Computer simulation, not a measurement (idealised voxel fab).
process module | voxel transistor to metal
cross-section cut | 140 nm wide | cells 5 nm
A cross-section is a grid of square cells, given in bands from the top down. A band is one or more rows of cells.
Each band's line starts with the height of the band's top and of its bottom, in nm. Then come its materials from left to right, each with its width in nm. One material with "throughout" fills the band from edge to edge. "air" is empty space.
Height 0 is the level under which the wafer as received is all one material. The lowest band goes on downwards, as in "0 down".
A width such as "30 to 40" changes by the same amount from each row of cells to the next, from the band's top row to its bottom row.
"no change" after a step means that no cell of the cross-section changed.
closed voids: empty space of 8 cells or more with no open way to the top, each as width x height at its distance from the left edge, in nm
after a step's settings: what the simulator itself notes on the step
overlay nm, on a step with a mask: how far to the right of its planned place the mask lay; to the left if negative
plan
1 op RECEIVE | material Si
2 op OXIDIZE | depth nm 5
3 op CONFORMAL_DEP | material SiN | thk nm 10
4 op PATTERN | tone cover | mask id ACTIVE | material resist | width nm 105 | thk nm 15 | overlay nm 0
5 op DIRECTIONAL_ETCH | etch materials SiN | depth nm 10
6 op DIRECTIONAL_ETCH | etch materials SiO2 | depth nm 5
7 op DIRECTIONAL_ETCH | etch materials Si | depth nm 25
8 op STRIP | etch materials resist
9 op OXIDIZE | depth nm 5
10 op FILL_DEP | material SiO2 | thk nm 5
11 op CMP | height nm 10
12 op SELECTIVE_ETCH | etch materials SiO2 | depth nm 10
13 op STRIP | etch materials SiN
14 op SELECTIVE_ETCH | etch materials SiO2 | depth nm 5
15 op OXIDIZE | depth nm 5
16 op DIRECTIONAL_DEP | material polySi | thk nm 25
17 op DIRECTIONAL_DEP | material SiCN | thk nm 15
18 op PATTERN | tone cover | mask id GATE | material resist | width nm 15 | thk nm 20 | overlay nm 0
19 op DIRECTIONAL_ETCH | etch materials SiCN | depth nm 25
20 op DIRECTIONAL_ETCH | etch materials polySi | depth nm 35
21 op STRIP | etch materials resist
22 op CONFORMAL_DEP | material SiO2 | thk nm 5
23 op DIRECTIONAL_ETCH | etch materials SiO2 | depth nm 5
24 op CONFORMAL_DEP | material SiN | thk nm 5
25 op DIRECTIONAL_ETCH | etch materials SiN | depth nm 5
26 op DIRECTIONAL_ETCH | etch materials SiO2 | depth nm 5
27 op DIRECTIONAL_ETCH | etch materials Si | depth nm 10
28 op EPI | material SiGe | thk nm 10
29 op FILL_DEP | material SiO2 | thk nm 10
30 op CMP | height nm 35
31 op DIRECTIONAL_DEP | material SiO2 | thk nm 15
32 op MASKED_ETCH | tone open | mask id CONTACT | width nm 20 | pitch nm 75 | etch materials SiO2 | depth nm 60 | overlay nm 0
33 op CONFORMAL_DEP | material TiN | thk nm 5
34 op FILL_DEP | material W | thk nm 5
35 op CMP | height nm 50
36 op CONFORMAL_DEP | material SiN | thk nm 5
37 op DIRECTIONAL_DEP | material SiO2 | thk nm 25
38 op MASKED_ETCH | tone open | mask id METAL_1 | width nm 20 | pitch nm 75 | etch materials SiO2 | depth nm 25 | overlay nm 0
39 op MASKED_ETCH | tone open | mask id METAL_1 | width nm 20 | pitch nm 75 | etch materials SiN | depth nm 5 | overlay nm 0
40 op CONFORMAL_DEP | material TiN | thk nm 5
41 op FILL_DEP | material Cu | thk nm 10
42 op CMP | height nm 80
43 op CONFORMAL_DEP | material SiCN | thk nm 5
44 op DIRECTIONAL_DEP | material SiO2 | thk nm 35
45 op MASKED_ETCH | tone open | mask id METAL_2_HOLES | width nm 15 | pitch nm 75 | etch materials SiO2 | depth nm 35 | overlay nm 0
46 op DIRECTIONAL_DEP | material aC | thk nm 15
47 op PATTERN | tone open | mask id METAL_2 | material resist | width nm 20 | pitch nm 75 | thk nm 35 | overlay nm 0
48 op DIRECTIONAL_ETCH | etch materials aC | depth nm 15
49 op STRIP | etch materials resist
50 op DIRECTIONAL_ETCH | etch materials SiO2 | depth nm 20
51 op DIRECTIONAL_ETCH | etch materials SiCN | depth nm 5
52 op STRIP | etch materials aC
53 op CONFORMAL_DEP | material TiN | thk nm 5
54 op FILL_DEP | material Ru | thk nm 10
55 op CMP | height nm 120
56 op CONFORMAL_DEP | material SiN | thk nm 5
first wafer, as planned
as received, after step 1
  0 down: Si throughout
  closed voids: none
after step 2
  0 to -5: SiO2 throughout
  below -5: unchanged
after step 3
  10 to 0: SiN throughout
  below 0: unchanged
after step 4
  25 to 10: air 15 | resist 105 | air 20
  below 10: unchanged
after step 5
  25 to 10: air 15 | resist 105 | air 20
  10 to 0: air 15 | SiN 105 | air 20
  below 0: unchanged
after step 6
  25 to 10: air 15 | resist 105 | air 20
  10 to 0: air 15 | SiN 105 | air 20
  0 to -5: air 15 | SiO2 105 | air 20
  below -5: unchanged
after step 7
  25 to 10: air 15 | resist 105 | air 20
  10 to 0: air 15 | SiN 105 | air 20
  0 to -5: air 15 | SiO2 105 | air 20
  -5 to -30: air 15 | Si 105 | air 20
  below -30: unchanged
after step 8
  10 to 0: air 15 | SiN 105 | air 20
  below 0: unchanged
after step 9
  10 to 0: air 15 | SiN 105 | air 20
  0 to -5: air 15 | SiO2 105 | air 20
  -5 to -30: air 15 | SiO2 5 | Si 95 | SiO2 5 | air 20
  -30 to -35: SiO2 20 | Si 95 | SiO2 25
  below -35: unchanged
after step 10
  15 to 10: SiO2 throughout
  10 to 0: SiO2 15 | SiN 105 | SiO2 20
  0 to -5: SiO2 throughout
  -5 to -35: SiO2 20 | Si 95 | SiO2 25
  below -35: unchanged
after step 11
  10 to 0: SiO2 15 | SiN 105 | SiO2 20
  below 0: unchanged
after step 12
  10 to 0: air 15 | SiN 105 | air 20
  below 0: unchanged
after step 13
  0 to -5: SiO2 throughout
  below -5: unchanged
after step 14
  -5 to -35: SiO2 20 | Si 95 | SiO2 25
  below -35: unchanged
after step 15
  -5 to -10: SiO2 throughout
  below -10: unchanged
after step 16
  20 to -5: polySi throughout
  below -5: unchanged
after step 17
  35 to 20: SiCN throughout
  below 20: unchanged
after step 18
  55 to 35: air 60 | resist 15 | air 65
  below 35: unchanged
after step 19
  55 to 35: air 60 | resist 15 | air 65
  35 to 20: air 60 | SiCN 15 | air 65
  below 20: unchanged
after step 20
  55 to 35: air 60 | resist 15 | air 65
  35 to 20: air 60 | SiCN 15 | air 65
  20 to -5: air 60 | polySi 15 | air 65
  below -5: unchanged
after step 21
  35 to 20: air 60 | SiCN 15 | air 65
  below 20: unchanged
after step 22
  40 to 35: air 55 | SiO2 25 | air 60
  35 to 20: air 55 | SiO2 5 | SiCN 15 | SiO2 5 | air 60
  20 to 0: air 55 | SiO2 5 | polySi 15 | SiO2 5 | air 60
  0 to -5: SiO2 60 | polySi 15 | SiO2 65
  below -5: unchanged
after step 23
  35 to 20: air 55 | SiO2 5 | SiCN 15 | SiO2 5 | air 60
  20 to -5: air 55 | SiO2 5 | polySi 15 | SiO2 5 | air 60
  below -5: unchanged
after step 24
  40 to 35: air 50 | SiN 35 | air 55
  35 to 20: air 50 | SiN 5 | SiO2 5 | SiCN 15 | SiO2 5 | SiN 5 | air 55
  20 to 0: air 50 | SiN 5 | SiO2 5 | polySi 15 | SiO2 5 | SiN 5 | air 55
  0 to -5: SiN 55 | SiO2 5 | polySi 15 | SiO2 5 | SiN 60
  below -5: unchanged
after step 25
  35 to 20: air 50 | SiN 5 | SiO2 5 | SiCN 15 | SiO2 5 | SiN 5 | air 55
  20 to -5: air 50 | SiN 5 | SiO2 5 | polySi 15 | SiO2 5 | SiN 5 | air 55
  below -5: unchanged
after step 26
  35 to 30: air 50 | SiN 5 | air 5 | SiCN 15 | air 5 | SiN 5 | air 55
  30 to 20: air 50 | SiN 5 | SiO2 5 | SiCN 15 | SiO2 5 | SiN 5 | air 55
  20 to -5: air 50 | SiN 5 | SiO2 5 | polySi 15 | SiO2 5 | SiN 5 | air 55
  -5 to -10: air 50 | SiO2 35 | air 55
  below -10: unchanged
after step 27
  35 to 30: air 50 | SiN 5 | air 5 | SiCN 15 | air 5 | SiN 5 | air 55
  30 to 20: air 50 | SiN 5 | SiO2 5 | SiCN 15 | SiO2 5 | SiN 5 | air 55
  20 to -5: air 50 | SiN 5 | SiO2 5 | polySi 15 | SiO2 5 | SiN 5 | air 55
  -5 to -10: air 50 | SiO2 35 | air 55
  -10 to -20: SiO2 20 | air 30 | Si 35 | air 30 | SiO2 25
  below -20: unchanged
after step 28
  35 to 30: air 50 | SiN 5 | air 5 | SiCN 15 | air 5 | SiN 5 | air 55
  30 to 20: air 50 | SiN 5 | SiO2 5 | SiCN 15 | SiO2 5 | SiN 5 | air 55
  20 to 0: air 50 | SiN 5 | SiO2 5 | polySi 15 | SiO2 5 | SiN 5 | air 55
  0 to -5: air 40 | SiGe 10 | SiN 5 | SiO2 5 | polySi 15 | SiO2 5 | SiN 5 | SiGe 10 | air 45
  -5 to -10: air 40 | SiGe 10 | SiO2 35 | SiGe 10 | air 45
  -10 to -20: SiO2 20 | SiGe 30 | Si 35 | SiGe 30 | SiO2 25
  below -20: unchanged
after step 29
  45 to 35: SiO2 throughout
  35 to 20: SiO2 50 | SiN 5 | SiO2 5 | SiCN 15 | SiO2 5 | SiN 5 | SiO2 55
  20 to 0: SiO2 50 | SiN 5 | SiO2 5 | polySi 15 | SiO2 5 | SiN 5 | SiO2 55
  0 to -5: SiO2 40 | SiGe 10 | SiN 5 | SiO2 5 | polySi 15 | SiO2 5 | SiN 5 | SiGe 10 | SiO2 45
  -5 to -10: SiO2 40 | SiGe 10 | SiO2 35 | SiGe 10 | SiO2 45
  below -10: unchanged
after step 30
  35 to 20: SiO2 50 | SiN 5 | SiO2 5 | SiCN 15 | SiO2 5 | SiN 5 | SiO2 55
  below 20: unchanged
after step 31
  50 to 35: SiO2 throughout
  below 35: unchanged
after step 32
  50 to 35: SiO2 20 | air 20 | SiO2 55 | air 20 | SiO2 25
  35 to 20: SiO2 20 | air 20 | SiO2 10 | SiN 5 | SiO2 5 | SiCN 15 | SiO2 5 | SiN 5 | SiO2 10 | air 20 | SiO2 25
  20 to 0: SiO2 20 | air 20 | SiO2 10 | SiN 5 | SiO2 5 | polySi 15 | SiO2 5 | SiN 5 | SiO2 10 | air 20 | SiO2 25
  0 to -5: SiO2 20 | air 20 | SiGe 10 | SiN 5 | SiO2 5 | polySi 15 | SiO2 5 | SiN 5 | SiGe 10 | air 20 | SiO2 25
  -5 to -10: SiO2 20 | air 20 | SiGe 10 | SiO2 35 | SiGe 10 | air 20 | SiO2 25
  below -10: unchanged
after step 33
  55 to 50: TiN 25 | air 10 | TiN 65 | air 10 | TiN 30
  50 to 35: SiO2 20 | TiN 5 | air 10 | TiN 5 | SiO2 55 | TiN 5 | air 10 | TiN 5 | SiO2 25
  35 to 20: SiO2 20 | TiN 5 | air 10 | TiN 5 | SiO2 10 | SiN 5 | SiO2 5 | SiCN 15 | SiO2 5 | SiN 5 | SiO2 10 | TiN 5 | air 10 | TiN 5 | SiO2 25
  20 to 0: SiO2 20 | TiN 5 | air 10 | TiN 5 | SiO2 10 | SiN 5 | SiO2 5 | polySi 15 | SiO2 5 | SiN 5 | SiO2 10 | TiN 5 | air 10 | TiN 5 | SiO2 25
  0 to -5: SiO2 20 | TiN 5 | air 10 | TiN 5 | SiGe 10 | SiN 5 | SiO2 5 | polySi 15 | SiO2 5 | SiN 5 | SiGe 10 | TiN 5 | air 10 | TiN 5 | SiO2 25
  -5 to -10: SiO2 20 | TiN 20 | SiGe 10 | SiO2 35 | SiGe 10 | TiN 20 | SiO2 25
  below -10: unchanged
after step 34
  60 to 55: W throughout
  55 to 50: TiN 25 | W 10 | TiN 65 | W 10 | TiN 30
  50 to 35: SiO2 20 | TiN 5 | W 10 | TiN 5 | SiO2 55 | TiN 5 | W 10 | TiN 5 | SiO2 25
  35 to 20: SiO2 20 | TiN 5 | W 10 | TiN 5 | SiO2 10 | SiN 5 | SiO2 5 | SiCN 15 | SiO2 5 | SiN 5 | SiO2 10 | TiN 5 | W 10 | TiN 5 | SiO2 25
  20 to 0: SiO2 20 | TiN 5 | W 10 | TiN 5 | SiO2 10 | SiN 5 | SiO2 5 | polySi 15 | SiO2 5 | SiN 5 | SiO2 10 | TiN 5 | W 10 | TiN 5 | SiO2 25
  0 to -5: SiO2 20 | TiN 5 | W 10 | TiN 5 | SiGe 10 | SiN 5 | SiO2 5 | polySi 15 | SiO2 5 | SiN 5 | SiGe 10 | TiN 5 | W 10 | TiN 5 | SiO2 25
  below -5: unchanged
after step 35
  50 to 35: SiO2 20 | TiN 5 | W 10 | TiN 5 | SiO2 55 | TiN 5 | W 10 | TiN 5 | SiO2 25
  below 35: unchanged
after step 36
  55 to 50: SiN throughout
  below 50: unchanged
after step 37
  80 to 55: SiO2 throughout
  below 55: unchanged
after step 38
  80 to 55: SiO2 20 | air 20 | SiO2 55 | air 20 | SiO2 25
  below 55: unchanged
after step 39
  80 to 55: SiO2 20 | air 20 | SiO2 55 | air 20 | SiO2 25
  55 to 50: SiN 20 | air 20 | SiN 55 | air 20 | SiN 25
  below 50: unchanged
after step 40
  85 to 80: TiN 25 | air 10 | TiN 65 | air 10 | TiN 30
  80 to 55: SiO2 20 | TiN 5 | air 10 | TiN 5 | SiO2 55 | TiN 5 | air 10 | TiN 5 | SiO2 25
  55 to 50: SiN 20 | TiN 20 | SiN 55 | TiN 20 | SiN 25
  below 50: unchanged
after step 41
  95 to 85: Cu throughout
  85 to 80: TiN 25 | Cu 10 | TiN 65 | Cu 10 | TiN 30
  80 to 55: SiO2 20 | TiN 5 | Cu 10 | TiN 5 | SiO2 55 | TiN 5 | Cu 10 | TiN 5 | SiO2 25
  below 55: unchanged
after step 42
  80 to 55: SiO2 20 | TiN 5 | Cu 10 | TiN 5 | SiO2 55 | TiN 5 | Cu 10 | TiN 5 | SiO2 25
  below 55: unchanged
after step 43
  85 to 80: SiCN throughout
  below 80: unchanged
after step 44
  120 to 85: SiO2 throughout
  below 85: unchanged
after step 45
  120 to 85: SiO2 20 | air 15 | SiO2 60 | air 15 | SiO2 30
  below 85: unchanged
after step 46
  135 to 120: aC 20 | air 15 | aC 60 | air 15 | aC 30
  120 to 100: SiO2 20 | air 15 | SiO2 60 | air 15 | SiO2 30
  100 to 85: SiO2 20 | aC 15 | SiO2 60 | aC 15 | SiO2 30
  below 85: unchanged
after step 47
  170 to 135: resist 20 | air 20 | resist 55 | air 20 | resist 25
  below 135: unchanged
after step 48
  155 to 135: resist 20 | air 20 | resist 55 | air 20 | resist 25
  135 to 120: aC 20 | air 20 | aC 55 | air 20 | aC 25
  120 to 85: SiO2 20 | air 15 | SiO2 60 | air 15 | SiO2 30
  below 85: unchanged
after step 49
  135 to 120: aC 20 | air 20 | aC 55 | air 20 | aC 25
  below 120: unchanged
after step 50
  135 to 120: aC 20 | air 20 | aC 55 | air 20 | aC 25
  120 to 100: SiO2 20 | air 20 | SiO2 55 | air 20 | SiO2 25
  below 100: unchanged
after step 51
  135 to 120: aC 20 | air 20 | aC 55 | air 20 | aC 25
  120 to 100: SiO2 20 | air 20 | SiO2 55 | air 20 | SiO2 25
  100 to 85: SiO2 20 | air 15 | SiO2 60 | air 15 | SiO2 30
  85 to 80: SiCN 20 | air 15 | SiCN 60 | air 15 | SiCN 30
  below 80: unchanged
after step 52
  120 to 100: SiO2 20 | air 20 | SiO2 55 | air 20 | SiO2 25
  below 100: unchanged
after step 53
  125 to 120: TiN 25 | air 10 | TiN 65 | air 10 | TiN 30
  120 to 105: SiO2 20 | TiN 5 | air 10 | TiN 5 | SiO2 55 | TiN 5 | air 10 | TiN 5 | SiO2 25
  105 to 100: SiO2 20 | TiN 5 | air 5 | TiN 10 | SiO2 55 | TiN 5 | air 5 | TiN 10 | SiO2 25
  100 to 85: SiO2 20 | TiN 5 | air 5 | TiN 5 | SiO2 60 | TiN 5 | air 5 | TiN 5 | SiO2 30
  85 to 80: SiCN 20 | TiN 15 | SiCN 60 | TiN 15 | SiCN 30
  below 80: unchanged
after step 54
  135 to 125: Ru throughout
  125 to 120: TiN 25 | Ru 10 | TiN 65 | Ru 10 | TiN 30
  120 to 105: SiO2 20 | TiN 5 | Ru 10 | TiN 5 | SiO2 55 | TiN 5 | Ru 10 | TiN 5 | SiO2 25
  105 to 100: SiO2 20 | TiN 5 | Ru 5 | TiN 10 | SiO2 55 | TiN 5 | Ru 5 | TiN 10 | SiO2 25
  100 to 85: SiO2 20 | TiN 5 | Ru 5 | TiN 5 | SiO2 60 | TiN 5 | Ru 5 | TiN 5 | SiO2 30
  below 85: unchanged
after step 55
  120 to 105: SiO2 20 | TiN 5 | Ru 10 | TiN 5 | SiO2 55 | TiN 5 | Ru 10 | TiN 5 | SiO2 25
  below 105: unchanged
after step 56
  125 to 120: SiN throughout
  below 120: unchanged
second wafer: like start, like plan, one mistake. Through step 22 it matches the first wafer
when step 23 should have ended
  35 to 25: air 60 | SiCN 15 | air 65
  25 to 20: air 55 | SiO2 5 | SiCN 15 | SiO2 5 | air 60
  20 to -5: air 55 | SiO2 5 | polySi 15 | SiO2 5 | air 60
  -5 to -10: air 55 | SiO2 25 | air 60
  -10 to -15: air 20 | Si 95 | air 25
  below -15: unchanged
when step 24 should have ended
  40 to 35: air 55 | SiN 25 | air 60
  35 to 25: air 55 to 50 | SiN 5 to 10 | SiCN 15 | SiN 5 to 10 | air 60 to 55
  25 to 20: air 50 | SiN 5 | SiO2 5 | SiCN 15 | SiO2 5 | SiN 5 | air 55
  20 to -5: air 50 | SiN 5 | SiO2 5 | polySi 15 | SiO2 5 | SiN 5 | air 55
  -5 to -10: air 15 | SiN 40 | SiO2 25 | SiN 40 | air 20
  -10 to -15: SiN 20 | Si 95 | SiN 25
  below -15: unchanged
when step 25 should have ended
  35 to 25: air 55 | SiN 5 | SiCN 15 | SiN 5 | air 60
  25 to 20: air 50 | SiN 5 | SiO2 5 | SiCN 15 | SiO2 5 | SiN 5 | air 55
  20 to -5: air 50 | SiN 5 | SiO2 5 | polySi 15 | SiO2 5 | SiN 5 | air 55
  -5 to -10: air 50 | SiN 5 | SiO2 25 | SiN 5 | air 55
  -10 to -15: air 15 | SiN 5 | Si 95 | SiN 5 | air 20
  below -15: unchanged
when step 26 should have ended
  35 to 25: air 55 | SiN 5 | SiCN 15 | SiN 5 | air 60
  25 to 20: air 50 | SiN 5 | SiO2 5 | SiCN 15 | SiO2 5 | SiN 5 | air 55
  20 to -5: air 50 | SiN 5 | SiO2 5 | polySi 15 | SiO2 5 | SiN 5 | air 55
  -5 to -10: air 50 | SiN 5 | SiO2 25 | SiN 5 | air 55
  -10 to -15: air 15 | SiN 5 | Si 95 | SiN 5 | air 20
  -15 to -20: air 15 | SiO2 5 | Si 95 | SiO2 5 | air 20
  below -20: unchanged
when step 27 should have ended
  35 to 25: air 55 | SiN 5 | SiCN 15 | SiN 5 | air 60
  25 to 20: air 50 | SiN 5 | SiO2 5 | SiCN 15 | SiO2 5 | SiN 5 | air 55
  20 to -5: air 50 | SiN 5 | SiO2 5 | polySi 15 | SiO2 5 | SiN 5 | air 55
  -5 to -10: air 50 | SiN 5 | SiO2 25 | SiN 5 | air 55
  -10 to -15: air 15 | SiN 5 | air 30 | Si 35 | air 30 | SiN 5 | air 20
  -15 to -20: air 15 | SiO2 5 | air 30 | Si 35 | air 30 | SiO2 5 | air 20
  below -20: unchanged
when step 28 should have ended
  35 to 25: air 55 | SiN 5 | SiCN 15 | SiN 5 | air 60
  25 to 20: air 50 | SiN 5 | SiO2 5 | SiCN 15 | SiO2 5 | SiN 5 | air 55
  20 to 0: air 50 | SiN 5 | SiO2 5 | polySi 15 | SiO2 5 | SiN 5 | air 55
  0 to -5: air 40 | SiGe 10 | SiN 5 | SiO2 5 | polySi 15 | SiO2 5 | SiN 5 | SiGe 10 | air 45
  -5 to -10: air 40 | SiGe 10 | SiN 5 | SiO2 25 | SiN 5 | SiGe 10 | air 45
  -10 to -15: air 15 | SiN 5 | SiGe 30 | Si 35 | SiGe 30 | SiN 5 | air 20
  -15 to -20: air 15 | SiO2 5 | SiGe 30 | Si 35 | SiGe 30 | SiO2 5 | air 20
  below -20: unchanged
when step 29 should have ended
  45 to 35: SiO2 throughout
  35 to 25: SiO2 55 | SiN 5 | SiCN 15 | SiN 5 | SiO2 60
  25 to 20: SiO2 50 | SiN 5 | SiO2 5 | SiCN 15 | SiO2 5 | SiN 5 | SiO2 55
  20 to 0: SiO2 50 | SiN 5 | SiO2 5 | polySi 15 | SiO2 5 | SiN 5 | SiO2 55
  0 to -5: SiO2 40 | SiGe 10 | SiN 5 | SiO2 5 | polySi 15 | SiO2 5 | SiN 5 | SiGe 10 | SiO2 45
  -5 to -10: SiO2 40 | SiGe 10 | SiN 5 | SiO2 25 | SiN 5 | SiGe 10 | SiO2 45
  -10 to -15: SiO2 15 | SiN 5 | SiGe 30 | Si 35 | SiGe 30 | SiN 5 | SiO2 20
  -15 to -20: SiO2 20 | SiGe 30 | Si 35 | SiGe 30 | SiO2 25
  below -20: unchanged
when step 30 should have ended
  35 to 25: SiO2 55 | SiN 5 | SiCN 15 | SiN 5 | SiO2 60
  below 25: unchanged
when step 31 should have ended
  50 to 35: SiO2 throughout
  below 35: unchanged
when step 32 should have ended
  50 to 35: SiO2 20 | air 20 | SiO2 55 | air 20 | SiO2 25
  35 to 25: SiO2 20 | air 20 | SiO2 15 | SiN 5 | SiCN 15 | SiN 5 | SiO2 15 | air 20 | SiO2 25
  25 to 20: SiO2 20 | air 20 | SiO2 10 | SiN 5 | SiO2 5 | SiCN 15 | SiO2 5 | SiN 5 | SiO2 10 | air 20 | SiO2 25
  20 to 0: SiO2 20 | air 20 | SiO2 10 | SiN 5 | SiO2 5 | polySi 15 | SiO2 5 | SiN 5 | SiO2 10 | air 20 | SiO2 25
  0 to -5: SiO2 20 | air 20 | SiGe 10 | SiN 5 | SiO2 5 | polySi 15 | SiO2 5 | SiN 5 | SiGe 10 | air 20 | SiO2 25
  -5 to -10: SiO2 20 | air 20 | SiGe 10 | SiN 5 | SiO2 25 | SiN 5 | SiGe 10 | air 20 | SiO2 25
  below -10: unchanged
when step 33 should have ended
  55 to 50: TiN 25 | air 10 | TiN 65 | air 10 | TiN 30
  50 to 35: SiO2 20 | TiN 5 | air 10 | TiN 5 | SiO2 55 | TiN 5 | air 10 | TiN 5 | SiO2 25
  35 to 25: SiO2 20 | TiN 5 | air 10 | TiN 5 | SiO2 15 | SiN 5 | SiCN 15 | SiN 5 | SiO2 15 | TiN 5 | air 10 | TiN 5 | SiO2 25
  25 to 20: SiO2 20 | TiN 5 | air 10 | TiN 5 | SiO2 10 | SiN 5 | SiO2 5 | SiCN 15 | SiO2 5 | SiN 5 | SiO2 10 | TiN 5 | air 10 | TiN 5 | SiO2 25
  20 to 0: SiO2 20 | TiN 5 | air 10 | TiN 5 | SiO2 10 | SiN 5 | SiO2 5 | polySi 15 | SiO2 5 | SiN 5 | SiO2 10 | TiN 5 | air 10 | TiN 5 | SiO2 25
  0 to -5: SiO2 20 | TiN 5 | air 10 | TiN 5 | SiGe 10 | SiN 5 | SiO2 5 | polySi 15 | SiO2 5 | SiN 5 | SiGe 10 | TiN 5 | air 10 | TiN 5 | SiO2 25
  -5 to -10: SiO2 20 | TiN 20 | SiGe 10 | SiN 5 | SiO2 25 | SiN 5 | SiGe 10 | TiN 20 | SiO2 25
  below -10: unchanged
when step 34 should have ended
  60 to 55: W throughout
  55 to 50: TiN 25 | W 10 | TiN 65 | W 10 | TiN 30
  50 to 35: SiO2 20 | TiN 5 | W 10 | TiN 5 | SiO2 55 | TiN 5 | W 10 | TiN 5 | SiO2 25
  35 to 25: SiO2 20 | TiN 5 | W 10 | TiN 5 | SiO2 15 | SiN 5 | SiCN 15 | SiN 5 | SiO2 15 | TiN 5 | W 10 | TiN 5 | SiO2 25
  25 to 20: SiO2 20 | TiN 5 | W 10 | TiN 5 | SiO2 10 | SiN 5 | SiO2 5 | SiCN 15 | SiO2 5 | SiN 5 | SiO2 10 | TiN 5 | W 10 | TiN 5 | SiO2 25
  20 to 0: SiO2 20 | TiN 5 | W 10 | TiN 5 | SiO2 10 | SiN 5 | SiO2 5 | polySi 15 | SiO2 5 | SiN 5 | SiO2 10 | TiN 5 | W 10 | TiN 5 | SiO2 25
  0 to -5: SiO2 20 | TiN 5 | W 10 | TiN 5 | SiGe 10 | SiN 5 | SiO2 5 | polySi 15 | SiO2 5 | SiN 5 | SiGe 10 | TiN 5 | W 10 | TiN 5 | SiO2 25
  below -5: unchanged
when step 35 should have ended
  50 to 35: SiO2 20 | TiN 5 | W 10 | TiN 5 | SiO2 55 | TiN 5 | W 10 | TiN 5 | SiO2 25
  below 35: unchanged
when step 36 should have ended
  55 to 50: SiN throughout
  below 50: unchanged
when step 37 should have ended
  80 to 55: SiO2 throughout
  below 55: unchanged
when step 38 should have ended
  80 to 55: SiO2 20 | air 20 | SiO2 55 | air 20 | SiO2 25
  below 55: unchanged
when step 39 should have ended
  80 to 55: SiO2 20 | air 20 | SiO2 55 | air 20 | SiO2 25
  55 to 50: SiN 20 | air 20 | SiN 55 | air 20 | SiN 25
  below 50: unchanged
when step 40 should have ended
  85 to 80: TiN 25 | air 10 | TiN 65 | air 10 | TiN 30
  80 to 55: SiO2 20 | TiN 5 | air 10 | TiN 5 | SiO2 55 | TiN 5 | air 10 | TiN 5 | SiO2 25
  55 to 50: SiN 20 | TiN 20 | SiN 55 | TiN 20 | SiN 25
  below 50: unchanged
when step 41 should have ended
  95 to 85: Cu throughout
  85 to 80: TiN 25 | Cu 10 | TiN 65 | Cu 10 | TiN 30
  80 to 55: SiO2 20 | TiN 5 | Cu 10 | TiN 5 | SiO2 55 | TiN 5 | Cu 10 | TiN 5 | SiO2 25
  below 55: unchanged
when step 42 should have ended
  80 to 55: SiO2 20 | TiN 5 | Cu 10 | TiN 5 | SiO2 55 | TiN 5 | Cu 10 | TiN 5 | SiO2 25
  below 55: unchanged
when step 43 should have ended
  85 to 80: SiCN throughout
  below 80: unchanged
when step 44 should have ended
  120 to 85: SiO2 throughout
  below 85: unchanged
when step 45 should have ended
  120 to 85: SiO2 20 | air 15 | SiO2 60 | air 15 | SiO2 30
  below 85: unchanged
when step 46 should have ended
  135 to 120: aC 20 | air 15 | aC 60 | air 15 | aC 30
  120 to 100: SiO2 20 | air 15 | SiO2 60 | air 15 | SiO2 30
  100 to 85: SiO2 20 | aC 15 | SiO2 60 | aC 15 | SiO2 30
  below 85: unchanged
when step 47 should have ended
  170 to 135: resist 20 | air 20 | resist 55 | air 20 | resist 25
  below 135: unchanged
when step 48 should have ended
  155 to 135: resist 20 | air 20 | resist 55 | air 20 | resist 25
  135 to 120: aC 20 | air 20 | aC 55 | air 20 | aC 25
  120 to 85: SiO2 20 | air 15 | SiO2 60 | air 15 | SiO2 30
  below 85: unchanged
when step 49 should have ended
  135 to 120: aC 20 | air 20 | aC 55 | air 20 | aC 25
  below 120: unchanged
when step 50 should have ended
  135 to 120: aC 20 | air 20 | aC 55 | air 20 | aC 25
  120 to 100: SiO2 20 | air 20 | SiO2 55 | air 20 | SiO2 25
  below 100: unchanged
when step 51 should have ended
  135 to 120: aC 20 | air 20 | aC 55 | air 20 | aC 25
  120 to 100: SiO2 20 | air 20 | SiO2 55 | air 20 | SiO2 25
  100 to 85: SiO2 20 | air 15 | SiO2 60 | air 15 | SiO2 30
  85 to 80: SiCN 20 | air 15 | SiCN 60 | air 15 | SiCN 30
  below 80: unchanged
when step 52 should have ended
  120 to 100: SiO2 20 | air 20 | SiO2 55 | air 20 | SiO2 25
  below 100: unchanged
when step 53 should have ended
  125 to 120: TiN 25 | air 10 | TiN 65 | air 10 | TiN 30
  120 to 105: SiO2 20 | TiN 5 | air 10 | TiN 5 | SiO2 55 | TiN 5 | air 10 | TiN 5 | SiO2 25
  105 to 100: SiO2 20 | TiN 5 | air 5 | TiN 10 | SiO2 55 | TiN 5 | air 5 | TiN 10 | SiO2 25
  100 to 85: SiO2 20 | TiN 5 | air 5 | TiN 5 | SiO2 60 | TiN 5 | air 5 | TiN 5 | SiO2 30
  85 to 80: SiCN 20 | TiN 15 | SiCN 60 | TiN 15 | SiCN 30
  below 80: unchanged
when step 54 should have ended
  135 to 125: Ru throughout
  125 to 120: TiN 25 | Ru 10 | TiN 65 | Ru 10 | TiN 30
  120 to 105: SiO2 20 | TiN 5 | Ru 10 | TiN 5 | SiO2 55 | TiN 5 | Ru 10 | TiN 5 | SiO2 25
  105 to 100: SiO2 20 | TiN 5 | Ru 5 | TiN 10 | SiO2 55 | TiN 5 | Ru 5 | TiN 10 | SiO2 25
  100 to 85: SiO2 20 | TiN 5 | Ru 5 | TiN 5 | SiO2 60 | TiN 5 | Ru 5 | TiN 5 | SiO2 30
  below 85: unchanged
when step 55 should have ended
  120 to 105: SiO2 20 | TiN 5 | Ru 10 | TiN 5 | SiO2 55 | TiN 5 | Ru 10 | TiN 5 | SiO2 25
  below 105: unchanged
when step 56 should have ended
  125 to 120: SiN throughout
  below 120: unchanged
what went wrong: step 23 ran as: op DIRECTIONAL_ETCH | etch materials SiO2 | depth nm 15
at the end the second wafer has, in cells: 4 more of SiN | 4 fewer of SiO2
